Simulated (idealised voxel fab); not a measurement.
process module | voxel transistor to metal
cross-section cut | 280 nm wide | cells 5 nm
A cross-section is a grid of square cells, given in bands from the top down. A band is one or more rows of cells.
Each band's line starts with the height of the band's top and of its bottom, in nm. Then come its materials from left to right, each with its width in nm. One material with "throughout" fills the band from edge to edge. "air" is empty space.
Height 0 is the level under which the wafer as received is all one material. The lowest band goes on downwards, as in "0 down".
A width such as "30 to 40" changes by the same amount from each row of cells to the next, from the band's top row to its bottom row.
"no change" after a step means that no cell of the cross-section changed.
closed voids: empty space of 8 cells or more with no open way to the top, each as width x height at its distance from the left edge, in nm
after a step's settings: what the simulator itself notes on the step
overlay nm, on a step with a mask: how far to the right of its planned place the mask lay; to the left if negative
plan
1 op RECEIVE | material Si
2 op CONFORMAL_DEP | material SiO2 | thk nm 5
3 op CONFORMAL_DEP | material SiN | thk nm 15
4 op DIRECTIONAL_DEP | material aC | thk nm 10
5 op PATTERN | tone cover | mask id ACTIVE | material resist | width nm 105 | pitch nm 125 | thk nm 25 | overlay nm 0
6 op DIRECTIONAL_ETCH | etch materials aC | depth nm 10
7 op STRIP | etch materials resist
8 op DIRECTIONAL_ETCH | etch materials SiN | depth nm 15
9 op DIRECTIONAL_ETCH | etch materials SiO2 | depth nm 5
10 op DIRECTIONAL_ETCH | etch materials Si | depth nm 30
11 op STRIP | etch materials aC
12 op FILL_DEP | material SiO2 | thk nm 5
13 op CMP | height nm 20
14 op SELECTIVE_ETCH | etch materials SiO2 | depth nm 15
15 op STRIP | etch materials SiN
16 op SELECTIVE_ETCH | etch materials SiO2 | depth nm 5
17 op OXIDIZE | depth nm 5
18 op DIRECTIONAL_DEP | material polySi | thk nm 30
19 op DIRECTIONAL_DEP | material SiCN | thk nm 15
20 op PATTERN | tone cover | mask id GATE | material resist | width nm 25 | pitch nm 125 | thk nm 15 | overlay nm -15
21 op DIRECTIONAL_ETCH | etch materials SiCN | depth nm 25
22 op DIRECTIONAL_ETCH | etch materials polySi | depth nm 40
23 op STRIP | etch materials resist
24 op CONFORMAL_DEP | material SiO2 | thk nm 5
25 op DIRECTIONAL_ETCH | etch materials SiO2 | depth nm 5
26 op CONFORMAL_DEP | material SiN | thk nm 10
27 op DIRECTIONAL_ETCH | etch materials SiN | depth nm 10
28 op DIRECTIONAL_ETCH | etch materials SiO2 | depth nm 5
29 op DIRECTIONAL_ETCH | etch materials Si | depth nm 15
30 op EPI | material SiGe | thk nm 20
31 op FILL_DEP | material SiO2 | thk nm 10
32 op CMP | height nm 45
33 op DIRECTIONAL_DEP | material SiO2 | thk nm 10
34 op DIRECTIONAL_DEP | material aC | thk nm 10
35 op PATTERN | tone open | mask id CONTACT | material resist | width nm 30 | thk nm 25 | overlay nm 0
36 op DIRECTIONAL_ETCH | etch materials aC | depth nm 10
37 op STRIP | etch materials resist
38 op DIRECTIONAL_ETCH | etch materials SiO2 | depth nm 40
39 op STRIP | etch materials aC
40 op CONFORMAL_DEP | material TiN | thk nm 5
41 op FILL_DEP | material W | thk nm 10
42 op CMP | height nm 55
43 op DIRECTIONAL_DEP | material TiN | thk nm 5
44 op DIRECTIONAL_DEP | material Ru | thk nm 20
45 op DIRECTIONAL_DEP | material aC | thk nm 10
46 op PATTERN | tone cover | mask id METAL_1 | material resist | width nm 20 | thk nm 25 | overlay nm 0
47 op DIRECTIONAL_ETCH | etch materials aC | depth nm 10
48 op STRIP | etch materials resist
49 op DIRECTIONAL_ETCH | etch materials Ru | depth nm 20
50 op DIRECTIONAL_ETCH | etch materials TiN | depth nm 5
51 op STRIP | etch materials aC
52 op FILL_DEP | material SiO2 | thk nm 5
53 op CMP | height nm 80
54 op CONFORMAL_DEP | material SiN | thk nm 5
varied across the wafers: overlay nm of step 20. The plan shows the first wafer's value. All wafers start alike
first wafer as received, after step 1
  0 down: Si throughout
  closed voids: none
each wafer at the end: cells of each material gained (+) or lost (-) since it was received, then its closed voids
overlay nm -15 | +64 Ru | -186 Si | +30 SiCN | +134 SiGe | +128 SiN | +562 SiO2 | +96 TiN | +64 W | +60 polySi | closed voids: none
overlay nm -10 | +64 Ru | -186 Si | +30 SiCN | +132 SiGe | +128 SiN | +552 SiO2 | +108 TiN | +64 W | +60 polySi | closed voids: none
overlay nm -5 | +64 Ru | -186 Si | +30 SiCN | +132 SiGe | +128 SiN | +552 SiO2 | +108 TiN | +64 W | +60 polySi | closed voids: none
overlay nm 0 | +64 Ru | -186 Si | +30 SiCN | +132 SiGe | +128 SiN | +564 SiO2 | +96 TiN | +64 W | +60 polySi | closed voids: none
overlay nm 5 | +64 Ru | -186 Si | +30 SiCN | +132 SiGe | +128 SiN | +552 SiO2 | +108 TiN | +64 W | +60 polySi | closed voids: none
overlay nm 10 | +64 Ru | -186 Si | +30 SiCN | +132 SiGe | +128 SiN | +552 SiO2 | +108 TiN | +64 W | +60 polySi | closed voids: none
overlay nm 15 | +64 Ru | -186 Si | +30 SiCN | +134 SiGe | +128 SiN | +562 SiO2 | +96 TiN | +64 W | +60 polySi | closed voids: none
